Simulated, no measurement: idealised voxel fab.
Proc. module: voxel released beams
Pictured: cross-section cut, 145 nm wide, on a grid of 5 nm square cells.
Bands, listed from the top down, are how a cross-section gets written in this document; the cross-section itself is a grid of square cells, and a band is one or more rows of them. The band entry comprises the height of the band's top followed by the height of its bottom, expressed in nm, and subsequently the band's materials from left to right, each stated together with its width in nm. Where a single material is marked with the word "everywhere", that material fills the band from edge to edge. The word "empty" represents empty space. Height datum 0, below which the as-received substrate wafer is one material. Lowest band open at the bottom, running downward: "0 and below". Per-row width for "30->40": begins at first number (top row of band), ends at second number (bottom row), increment between rows held constant. "nothing altered" -> step changed no cross-section cell. Closed-off voids of 8+ cells (no open route to the top) go in "Unvented voids", written width x height at distance from the left edge, in nm. If you see something after the settings on a step's line, that's the simulator's own remark about that step. The setting "overlay nm" may be written on the line of a step. When the step uses a mask, the value reports how far to the right of the planned place the mask lay, and a negative value reports that it lay to the left.
### The process steps that were planned are listed below
1) RECEIVE, material Si
2) CONFORMAL_DEP, material Al2O3, thk nm 5
3) DIRECTIONAL_DEP, material SiO2, thk nm 15
4) PATTERN, tone open, mask id ANCHOR, material resist, width nm 45, thk nm 15, overlay nm 0
5) DIRECTIONAL_ETCH, etch materials SiO2, depth nm 15
6) STRIP, etch materials resist
7) CONFORMAL_DEP, material W, thk nm 15
8) MASKED_ETCH, tone cover, mask id BEAM, width nm 85, etch materials W, depth nm 15, overlay nm 0
9) STRIP, etch materials SiO2
For this document, wafers share an identical start and vary in the step 8 width nm; the plan quotes the first wafer's value.
### As received, i.e. after step 1: cross-section through the first of several wafers
- 0 and below: Si everywhere
- Unvented voids: none
### Gained (+) or lost (-) cells of each material since receipt, then closed voids: one row per wafer, at the end of the module
width nm 85; +29 Al2O3; +69 W; Unvented voids: none
width nm 90; +29 Al2O3; +72 W; Unvented voids: none
width nm 95; +29 Al2O3; +75 W; Unvented voids: none
width nm 100; +29 Al2O3; +78 W; Unvented voids: none
width nm 105; +29 Al2O3; +81 W; Unvented voids: none
width nm 110; +29 Al2O3; +84 W; Unvented voids: none
